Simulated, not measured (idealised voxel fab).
The process module that follows is named voxel transistor to metal.
The cross-section shown here is cut; it is 145 nm wide and divided into square cells measuring 5 nm on a side.
A cross-section is a grid of square cells, given in bands from the top down. A band is one or more rows of cells. For a band, the entry starts with two heights in nm, that of the top and then that of the bottom, and carries on with the band's materials in order from left to right, each alongside its width in nm; the word "throughout" beside a single material means it fills the band edge to edge, and "air" means empty space. Beneath 0, the wafer as received is one material, and that level is where height counting begins. The lowest band goes on downward without a bottom; it is written like "0 and below". Read "30 to 40" as a graded width: first number on top, second number at the bottom, same change between each pair of neighbouring rows. Key: "no modification" - step with no changed cell in the cross-section. Heads up: "Trapped void list" only lists the empty pockets with no open path to the top that are 8 cells or more, and it writes them as width x height at distance, distance from the left edge, in nm. Heads up: the bit after the settings on a step's line is the simulator's remark on that step. You can add "overlay nm" to a step's line. For a step with a mask, it describes how far the mask lay to the right of its planned position, and a negative number describes a lay to the left.

**List of planned process steps**
1. RECEIVE, material Si
2. CONFORMAL_DEP, material SiO2, thk nm 5
3. CONFORMAL_DEP, material SiN, thk nm 10
4. DIRECTIONAL_DEP, material aC, thk nm 10
5. PATTERN, tone cover, mask id ACTIVE, material resist, width nm 105, thk nm 25, overlay nm 0
6. DIRECTIONAL_ETCH, etch materials aC, depth nm 10
7. STRIP, etch materials resist
8. DIRECTIONAL_ETCH, etch materials SiN, depth nm 10
9. DIRECTIONAL_ETCH, etch materials SiO2, depth nm 5
10. DIRECTIONAL_ETCH, etch materials Si, depth nm 25
11. STRIP, etch materials aC
12. FILL_DEP, material SiO2, thk nm 15
13. CMP, height nm 15
14. SELECTIVE_ETCH, etch materials SiO2, depth nm 5
15. STRIP, etch materials SiN
16. SELECTIVE_ETCH, etch materials SiO2, depth nm 5
17. OXIDIZE, depth nm 5
18. DIRECTIONAL_DEP, material polySi, thk nm 30
19. DIRECTIONAL_DEP, material SiCN, thk nm 10
20. MASKED_ETCH, tone cover, mask id GATE, width nm 25, etch materials SiCN, depth nm 20, overlay nm 0
21. MASKED_ETCH, tone cover, mask id GATE, width nm 25, etch materials polySi, depth nm 40, overlay nm 0
22. CONFORMAL_DEP, material SiO2, thk nm 5
23. DIRECTIONAL_ETCH, etch materials SiO2, depth nm 5
24. CONFORMAL_DEP, material SiN, thk nm 10
25. DIRECTIONAL_ETCH, etch materials SiN, depth nm 10
26. DIRECTIONAL_ETCH, etch materials SiO2, depth nm 5
27. DIRECTIONAL_ETCH, etch materials Si, depth nm 5
28. EPI, material nSi, thk nm 10
29. FILL_DEP, material SiO2, thk nm 10
30. CMP, height nm 40
31. DIRECTIONAL_DEP, material SiO2, thk nm 15
32. MASKED_ETCH, tone open, mask id CONTACT, width nm 15, pitch nm 80, etch materials SiO2, depth nm 50, overlay nm 0
33. CONFORMAL_DEP, material TiN, thk nm 5
34. FILL_DEP, material Ru, thk nm 10
35. CMP, height nm 55
36. CONFORMAL_DEP, material SiCN, thk nm 5
37. DIRECTIONAL_DEP, material lowk, thk nm 25
38. DIRECTIONAL_DEP, material aC, thk nm 15
39. PATTERN, tone open, mask id METAL_1, material resist, width nm 15, pitch nm 80, thk nm 30, overlay nm 0
40. DIRECTIONAL_ETCH, etch materials aC, depth nm 15
41. STRIP, etch materials resist
42. DIRECTIONAL_ETCH, etch materials lowk, depth nm 25
43. DIRECTIONAL_ETCH, etch materials SiCN, depth nm 5
44. STRIP, etch materials aC
45. CONFORMAL_DEP, material TiN, thk nm 5
46. FILL_DEP, material Cu, thk nm 10
47. CMP, height nm 85
48. CONFORMAL_DEP, material SiCN, thk nm 5
49. DIRECTIONAL_DEP, material SiO2, thk nm 25
50. DIRECTIONAL_DEP, material aC, thk nm 10
51. PATTERN, tone open, mask id METAL_2, material resist, width nm 15, pitch nm 80, thk nm 30, overlay nm -10
52. DIRECTIONAL_ETCH, etch materials aC, depth nm 10
53. STRIP, etch materials resist
54. DIRECTIONAL_ETCH, etch materials SiO2, depth nm 15
55. STRIP, etch materials aC
56. DIRECTIONAL_DEP, material aC, thk nm 15
57. PATTERN, tone open, mask id METAL_2_HOLES, material resist, width nm 15, pitch nm 80, thk nm 30, overlay nm 0
58. DIRECTIONAL_ETCH, etch materials aC, depth nm 15
59. STRIP, etch materials resist
60. DIRECTIONAL_ETCH, etch materials SiO2, depth nm 10
61. DIRECTIONAL_ETCH, etch materials SiCN, depth nm 5
62. STRIP, etch materials aC
63. CONFORMAL_DEP, material TiN, thk nm 5
64. FILL_DEP, material Cu, thk nm 10
65. CMP, height nm 115
66. CONFORMAL_DEP, material SiCN, thk nm 5
The plan's step 51 overlay nm is the first wafer's value; the wafers differ in this setting and start identical.

**So this is the first of several wafers, cross-sectioned as it came to us, meaning it's at the end of step 1**
  0 and below = Si throughout
  Trapped void list: none

**Below, a row for every wafer. Read it as the end-of-module picture: for each material the wafer shows its cells gained (+) or lost (-) since it was received, and then its closed voids**
overlay nm -10 | +18 Cu | +18 Ru | -67 Si | +89 SiCN | +36 SiN | +347 SiO2 | +92 TiN | +115 lowk | +18 nSi | +30 polySi | Trapped void list: none
overlay nm -5 | +16 Cu | +18 Ru | -67 Si | +87 SiCN | +36 SiN | +347 SiO2 | +96 TiN | +115 lowk | +18 nSi | +30 polySi | Trapped void list: none
overlay nm 0 | +20 Cu | +18 Ru | -67 Si | +85 SiCN | +36 SiN | +347 SiO2 | +94 TiN | +115 lowk | +18 nSi | +30 polySi | Trapped void list: none
overlay nm 5 | +16 Cu | +18 Ru | -67 Si | +87 SiCN | +36 SiN | +347 SiO2 | +96 TiN | +115 lowk | +18 nSi | +30 polySi | Trapped void list: none
overlay nm 10 | +18 Cu | +18 Ru | -67 Si | +89 SiCN | +36 SiN | +347 SiO2 | +92 TiN | +115 lowk | +18 nSi | +30 polySi | Trapped void list: none
